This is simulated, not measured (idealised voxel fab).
process module | voxel capacitor over wiring
Cross-sectional view cut (width: 240 nm; square cell size: 5 nm).
We lay out every cross-section as a grid of square cells and spell it out in bands from the top down, where one band means one or more rows of cells. In this notation a band is specified by the heights of its top and bottom, in that order and in nm, after which its materials appear from left to right, each paired with its width in nm. The word "all across" attached to a single material means that material fills the band from edge to edge; the word "air" stands for empty space. The level at which height equals 0 is the one under which the wafer, as it arrives, is entirely one material. No lower edge exists for the bottom band, which continues downward and is notated as in "0 nm and below". A width such as "30->40" changes by the same amount from each row of cells to the next, from the band's top row to its bottom row. Reading "remained the same" for a step: not a cell of the cross-section changed in it. Any empty space of 8 cells or more lacking an open way to the top shows up in "Enclosed void list" as width x height at distance, distance from the left edge, in nm. Whatever follows a step's settings on its line is a remark the simulator itself makes about that step. overlay nm, on a step with a mask: how far to the right of its planned place the mask lay; to the left if negative.

## Below is the list of planned process steps
1,RECEIVE: material Si
2,CONFORMAL_DEP: material SiO2, thk nm 15
3,DIRECTIONAL_DEP: material TiN, thk nm 5
4,DIRECTIONAL_DEP: material Ru, thk nm 15
5,DIRECTIONAL_DEP: material aC, thk nm 10
6,PATTERN: tone cover, mask id METAL_1, material resist, width nm 25, pitch nm 75, thk nm 25, overlay nm 0
7,DIRECTIONAL_ETCH: etch materials aC, depth nm 10
8,STRIP: etch materials resist
9,DIRECTIONAL_ETCH: etch materials Ru, depth nm 15
10,DIRECTIONAL_ETCH: etch materials TiN, depth nm 5
11,STRIP: etch materials aC
12,FILL_DEP: material SiO2, thk nm 10
13,CMP: height nm 35
14,CONFORMAL_DEP: material SiCN, thk nm 5
15,DIRECTIONAL_DEP: material SiO2, thk nm 20
16,MASKED_ETCH: tone open, mask id PLUG_1, width nm 15, etch materials SiO2, depth nm 20, overlay nm 0
17,MASKED_ETCH: tone open, mask id PLUG_1, width nm 15, etch materials SiCN, depth nm 5, overlay nm 0
18,EPI: material Ru, thk nm 10
19,EPI: material Ru, thk nm 10
20,EPI: material Ru, thk nm 5
21,DIRECTIONAL_DEP: material TiN, thk nm 10
22,DIRECTIONAL_DEP: material SiN, thk nm 5
23,DIRECTIONAL_DEP: material TiN, thk nm 10
24,DIRECTIONAL_DEP: material aC, thk nm 15
25,PATTERN: tone cover, mask id UPPER_PLATE, material resist, width nm 55, thk nm 30, overlay nm 0
26,DIRECTIONAL_ETCH: etch materials aC, depth nm 15
27,STRIP: etch materials resist
28,DIRECTIONAL_ETCH: etch materials TiN, depth nm 10
29,DIRECTIONAL_ETCH: etch materials SiN, depth nm 5
30,STRIP: etch materials aC
31,DIRECTIONAL_DEP: material aC, thk nm 15
32,PATTERN: tone cover, mask id LOWER_PLATE, material resist, width nm 65, thk nm 30, overlay nm 0
33,DIRECTIONAL_ETCH: etch materials aC, depth nm 15
34,STRIP: etch materials resist
35,DIRECTIONAL_ETCH: etch materials TiN, depth nm 10
36,STRIP: etch materials aC
37,FILL_DEP: material SiO2, thk nm 15
38,CMP: height nm 95
39,DIRECTIONAL_DEP: material aC, thk nm 10
40,PATTERN: tone open, mask id PLUG_2, material resist, width nm 15, thk nm 30, overlay nm 0
41,DIRECTIONAL_ETCH: etch materials aC, depth nm 10
42,STRIP: etch materials resist
43,DIRECTIONAL_ETCH: etch materials SiO2, depth nm 10
44,STRIP: etch materials aC
45,CONFORMAL_DEP: material TiN, thk nm 5
46,FILL_DEP: material Cu, thk nm 5
47,CMP: height nm 95
48,CONFORMAL_DEP: material SiN, thk nm 5

## Wafer as received: cross-section following step 1
- 0 nm and below | Si all across
- Enclosed void list: none

## The first of the two wafers as seen in cross-section once the module was finished; processing followed the plan
- 100 nm to 95 nm | SiN all across
- 95 nm to 90 nm | 90 SiO2 | 5 TiN | 5 Cu | 5 TiN | 135 SiO2
- 90 nm to 85 nm | 90 SiO2 | 15 TiN | 135 SiO2
- 85 nm to 75 nm | 80 SiO2 | 55 TiN | 105 SiO2
- 75 nm to 70 nm | 80 SiO2 | 55 SiN | 105 SiO2
- 70 nm to 60 nm | 75 SiO2 | 65 TiN | 100 SiO2
- 60 nm to 40 nm | 80 SiO2 | 15 Ru | 145 SiO2
- 40 nm to 35 nm | 80 SiCN | 15 Ru | 145 SiCN
- 35 nm to 20 nm | 70 SiO2 | 25 Ru | 50 SiO2 | 25 Ru | 70 SiO2
- 20 nm to 15 nm | 70 SiO2 | 25 TiN | 50 SiO2 | 25 TiN | 70 SiO2
- 15 nm to 0 nm | SiO2 all across
- 0 nm and below | Si all across
- Enclosed void list: none

## Wafer two (of two), end-of-module cross-section: start = wafer one, plan = wafer one, one run mistake
- 100 nm to 95 nm | SiN all across
- 95 nm to 90 nm | 90 SiO2 | 5 TiN | 5 Cu | 5 TiN | 135 SiO2
- 90 nm to 85 nm | 90 SiO2 | 15 TiN | 135 SiO2
- 85 nm to 75 nm | 80 SiO2 | 55 TiN | 105 SiO2
- 75 nm to 70 nm | 80 SiO2 | 55 SiN | 105 SiO2
- 70 nm to 60 nm | 75 SiO2 | 65 TiN | 100 SiO2
- 60 nm to 40 nm | 80 SiO2 | 15 Ru | 145 SiO2
- 40 nm to 35 nm | 80 SiCN | 15 Ru | 145 SiCN
- 35 nm to 20 nm | 70 SiO2 | 30 Ru | 45 SiO2 | 30 Ru | 65 SiO2
- 20 nm to 15 nm | 70 SiO2 | 30 TiN | 45 SiO2 | 30 TiN | 65 SiO2
- 15 nm to 0 nm | SiO2 all across
- 0 nm and below | Si all across
- Enclosed void list: none
Diagnosis: for step 6, the planned setting was not used; the step was instead run as PATTERN: tone cover, mask id METAL_1, material resist, width nm 30, pitch nm 75, thk nm 25, overlay nm 0
Looking at both finished wafers in cells, the second ends up ahead of or behind the first on some materials: Ru: 6 more, SiO2: 8 fewer, TiN: 2 more
